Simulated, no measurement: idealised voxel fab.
The following process module bears the name voxel trench capacitor.
Section shown: cut. Width: 295 nm. Cell size: 5 nm, square.
Cross-section = grid of square cells, listed top down in bands; band = one or more rows.
Band: top height; bottom height; in nm. Then, left to right: material with width in nm, for each material. "everywhere": a single material spanning edge to edge. "blank": empty space.
A quick word on heights: they are counted from 0, and under that level the wafer as it came to us is one material throughout. The lowest band is different from the rest in having no bottom; it simply continues downward, written as in "z 0 and below".
You'd read "30 to 40" like this: the band's top row of cells is as wide as the first number, its bottom row is as wide as the second, and going down, every row changes width by the same amount as the row before did.
When a step is marked "no alterations made", none of the cells in the cross-section changed during that step.
So "Unvented cavities" is basically the list of trapped voids: any empty space of 8 cells or more that can't reach the top through an opening. They're written width x height at distance, the distance being from the left edge, and it's all nm.
Text after the settings on a step's line: the simulator's own remark on that step.
overlay nm: where the mask lay relative to plan, measured to the right, on steps with a mask; negatives go left.

### Below is the list of planned process steps
1 RECEIVE,material Si
2 CONFORMAL_DEP,material SiN,thk nm 10
3 DIRECTIONAL_DEP,material aC,thk nm 10
4 PATTERN,tone open,mask id TRENCH,material resist,width nm 20,pitch nm 50,thk nm 30,overlay nm 0
5 DIRECTIONAL_ETCH,etch materials aC,depth nm 10
6 STRIP,etch materials resist
7 DIRECTIONAL_ETCH,etch materials SiN,depth nm 10
8 DIRECTIONAL_ETCH,etch materials Si,depth nm 35
9 STRIP,etch materials aC
10 CONFORMAL_DEP,material Al2O3,thk nm 5
11 FILL_DEP,material polySi,thk nm 5
12 CMP,height nm 10

### Wafer, first of two, run as planned

### Cross-section of the incoming wafer, state after step 1
> z 0 and below  Si everywhere
> Unvented cavities: none

### The following cross-section depicts the wafer upon completion of step 2
> z 10 to 0  SiN everywhere
> No changes below 0.

### The following cross-section depicts the wafer upon completion of step 3
> z 20 to 10  aC everywhere
> No changes below 10.

### The following cross-section depicts the wafer upon completion of step 4
> z 50 to 20  60 nm resist | 20 nm blank | 30 nm resist | 20 nm blank | 30 nm resist | 20 nm blank | 30 nm resist | 20 nm blank | 65 nm resist
> No changes below 20.

### The following cross-section depicts the wafer upon completion of step 5
> z 40 to 20  60 nm resist | 20 nm blank | 30 nm resist | 20 nm blank | 30 nm resist | 20 nm blank | 30 nm resist | 20 nm blank | 65 nm resist
> z 20 to 10  60 nm aC | 20 nm blank | 30 nm aC | 20 nm blank | 30 nm aC | 20 nm blank | 30 nm aC | 20 nm blank | 65 nm aC
> No changes below 10.

### The following cross-section depicts the wafer upon completion of step 6
> z 20 to 10  60 nm aC | 20 nm blank | 30 nm aC | 20 nm blank | 30 nm aC | 20 nm blank | 30 nm aC | 20 nm blank | 65 nm aC
> No changes below 10.

### The following cross-section depicts the wafer upon completion of step 7
> z 20 to 10  60 nm aC | 20 nm blank | 30 nm aC | 20 nm blank | 30 nm aC | 20 nm blank | 30 nm aC | 20 nm blank | 65 nm aC
> z 10 to 0  60 nm SiN | 20 nm blank | 30 nm SiN | 20 nm blank | 30 nm SiN | 20 nm blank | 30 nm SiN | 20 nm blank | 65 nm SiN
> No changes below 0.

### The following cross-section depicts the wafer upon completion of step 8
> z 20 to 10  60 nm aC | 20 nm blank | 30 nm aC | 20 nm blank | 30 nm aC | 20 nm blank | 30 nm aC | 20 nm blank | 65 nm aC
> z 10 to 0  60 nm SiN | 20 nm blank | 30 nm SiN | 20 nm blank | 30 nm SiN | 20 nm blank | 30 nm SiN | 20 nm blank | 65 nm SiN
> z 0 to -35  60 nm Si | 20 nm blank | 30 nm Si | 20 nm blank | 30 nm Si | 20 nm blank | 30 nm Si | 20 nm blank | 65 nm Si
> No changes below -35.

### The following cross-section depicts the wafer upon completion of step 9
> z 10 to 0  60 nm SiN | 20 nm blank | 30 nm SiN | 20 nm blank | 30 nm SiN | 20 nm blank | 30 nm SiN | 20 nm blank | 65 nm SiN
> No changes below 0.

### The following cross-section depicts the wafer upon completion of step 10
> z 15 to 10  65 nm Al2O3 | 10 nm blank | 40 nm Al2O3 | 10 nm blank | 40 nm Al2O3 | 10 nm blank | 40 nm Al2O3 | 10 nm blank | 70 nm Al2O3
> z 10 to 0  60 nm SiN | 5 nm Al2O3 | 10 nm blank | 5 nm Al2O3 | 30 nm SiN | 5 nm Al2O3 | 10 nm blank | 5 nm Al2O3 | 30 nm SiN | 5 nm Al2O3 | 10 nm blank | 5 nm Al2O3 | 30 nm SiN | 5 nm Al2O3 | 10 nm blank | 5 nm Al2O3 | 65 nm SiN
> z 0 to -30  60 nm Si | 5 nm Al2O3 | 10 nm blank | 5 nm Al2O3 | 30 nm Si | 5 nm Al2O3 | 10 nm blank | 5 nm Al2O3 | 30 nm Si | 5 nm Al2O3 | 10 nm blank | 5 nm Al2O3 | 30 nm Si | 5 nm Al2O3 | 10 nm blank | 5 nm Al2O3 | 65 nm Si
> z -30 to -35  60 nm Si | 20 nm Al2O3 | 30 nm Si | 20 nm Al2O3 | 30 nm Si | 20 nm Al2O3 | 30 nm Si | 20 nm Al2O3 | 65 nm Si
> No changes below -35.

### The following cross-section depicts the wafer upon completion of step 11
> z 20 to 15  polySi everywhere
> z 15 to 10  65 nm Al2O3 | 10 nm polySi | 40 nm Al2O3 | 10 nm polySi | 40 nm Al2O3 | 10 nm polySi | 40 nm Al2O3 | 10 nm polySi | 70 nm Al2O3
> z 10 to 0  60 nm SiN | 5 nm Al2O3 | 10 nm polySi | 5 nm Al2O3 | 30 nm SiN | 5 nm Al2O3 | 10 nm polySi | 5 nm Al2O3 | 30 nm SiN | 5 nm Al2O3 | 10 nm polySi | 5 nm Al2O3 | 30 nm SiN | 5 nm Al2O3 | 10 nm polySi | 5 nm Al2O3 | 65 nm SiN
> z 0 to -30  60 nm Si | 5 nm Al2O3 | 10 nm polySi | 5 nm Al2O3 | 30 nm Si | 5 nm Al2O3 | 10 nm polySi | 5 nm Al2O3 | 30 nm Si | 5 nm Al2O3 | 10 nm polySi | 5 nm Al2O3 | 30 nm Si | 5 nm Al2O3 | 10 nm polySi | 5 nm Al2O3 | 65 nm Si
> No changes below -30.

### The following cross-section depicts the wafer upon completion of step 12
> z 10 to 0  60 nm SiN | 5 nm Al2O3 | 10 nm polySi | 5 nm Al2O3 | 30 nm SiN | 5 nm Al2O3 | 10 nm polySi | 5 nm Al2O3 | 30 nm SiN | 5 nm Al2O3 | 10 nm polySi | 5 nm Al2O3 | 30 nm SiN | 5 nm Al2O3 | 10 nm polySi | 5 nm Al2O3 | 65 nm SiN
> No changes below 0.

### Wafer two of two - same starting point, same process plan, one mistake in execution; matches wafer one up to and including step 8

Second wafer: cross-section at the scheduled end of step 9: no alterations made

### Second wafer: cross-section at the scheduled end of step 10
> z 25 to 20  65 nm Al2O3 | 10 nm blank | 40 nm Al2O3 | 10 nm blank | 40 nm Al2O3 | 10 nm blank | 40 nm Al2O3 | 10 nm blank | 70 nm Al2O3
> z 20 to 10  60 nm aC | 5 nm Al2O3 | 10 nm blank | 5 nm Al2O3 | 30 nm aC | 5 nm Al2O3 | 10 nm blank | 5 nm Al2O3 | 30 nm aC | 5 nm Al2O3 | 10 nm blank | 5 nm Al2O3 | 30 nm aC | 5 nm Al2O3 | 10 nm blank | 5 nm Al2O3 | 65 nm aC
> z 10 to 0  60 nm SiN | 5 nm Al2O3 | 10 nm blank | 5 nm Al2O3 | 30 nm SiN | 5 nm Al2O3 | 10 nm blank | 5 nm Al2O3 | 30 nm SiN | 5 nm Al2O3 | 10 nm blank | 5 nm Al2O3 | 30 nm SiN | 5 nm Al2O3 | 10 nm blank | 5 nm Al2O3 | 65 nm SiN
> z 0 to -30  60 nm Si | 5 nm Al2O3 | 10 nm blank | 5 nm Al2O3 | 30 nm Si | 5 nm Al2O3 | 10 nm blank | 5 nm Al2O3 | 30 nm Si | 5 nm Al2O3 | 10 nm blank | 5 nm Al2O3 | 30 nm Si | 5 nm Al2O3 | 10 nm blank | 5 nm Al2O3 | 65 nm Si
> z -30 to -35  60 nm Si | 20 nm Al2O3 | 30 nm Si | 20 nm Al2O3 | 30 nm Si | 20 nm Al2O3 | 30 nm Si | 20 nm Al2O3 | 65 nm Si
> No changes below -35.

### Second wafer: cross-section at the scheduled end of step 11
> z 30 to 25  polySi everywhere
> z 25 to 20  65 nm Al2O3 | 10 nm polySi | 40 nm Al2O3 | 10 nm polySi | 40 nm Al2O3 | 10 nm polySi | 40 nm Al2O3 | 10 nm polySi | 70 nm Al2O3
> z 20 to 10  60 nm aC | 5 nm Al2O3 | 10 nm polySi | 5 nm Al2O3 | 30 nm aC | 5 nm Al2O3 | 10 nm polySi | 5 nm Al2O3 | 30 nm aC | 5 nm Al2O3 | 10 nm polySi | 5 nm Al2O3 | 30 nm aC | 5 nm Al2O3 | 10 nm polySi | 5 nm Al2O3 | 65 nm aC
> z 10 to 0  60 nm SiN | 5 nm Al2O3 | 10 nm polySi | 5 nm Al2O3 | 30 nm SiN | 5 nm Al2O3 | 10 nm polySi | 5 nm Al2O3 | 30 nm SiN | 5 nm Al2O3 | 10 nm polySi | 5 nm Al2O3 | 30 nm SiN | 5 nm Al2O3 | 10 nm polySi | 5 nm Al2O3 | 65 nm SiN
> z 0 to -30  60 nm Si | 5 nm Al2O3 | 10 nm polySi | 5 nm Al2O3 | 30 nm Si | 5 nm Al2O3 | 10 nm polySi | 5 nm Al2O3 | 30 nm Si | 5 nm Al2O3 | 10 nm polySi | 5 nm Al2O3 | 30 nm Si | 5 nm Al2O3 | 10 nm polySi | 5 nm Al2O3 | 65 nm Si
> No changes below -30.

### Second wafer: cross-section at the scheduled end of step 12
> z 10 to 0  60 nm SiN | 5 nm Al2O3 | 10 nm polySi | 5 nm Al2O3 | 30 nm SiN | 5 nm Al2O3 | 10 nm polySi | 5 nm Al2O3 | 30 nm SiN | 5 nm Al2O3 | 10 nm polySi | 5 nm Al2O3 | 30 nm SiN | 5 nm Al2O3 | 10 nm polySi | 5 nm Al2O3 | 65 nm SiN
> No changes below 0.
What was the processing mistake? heads up, step 9 of the plan was skipped and never actually ran
The two wafers wind up with the same cross-section at the end, so whatever this model computes is the same despite the mistake.
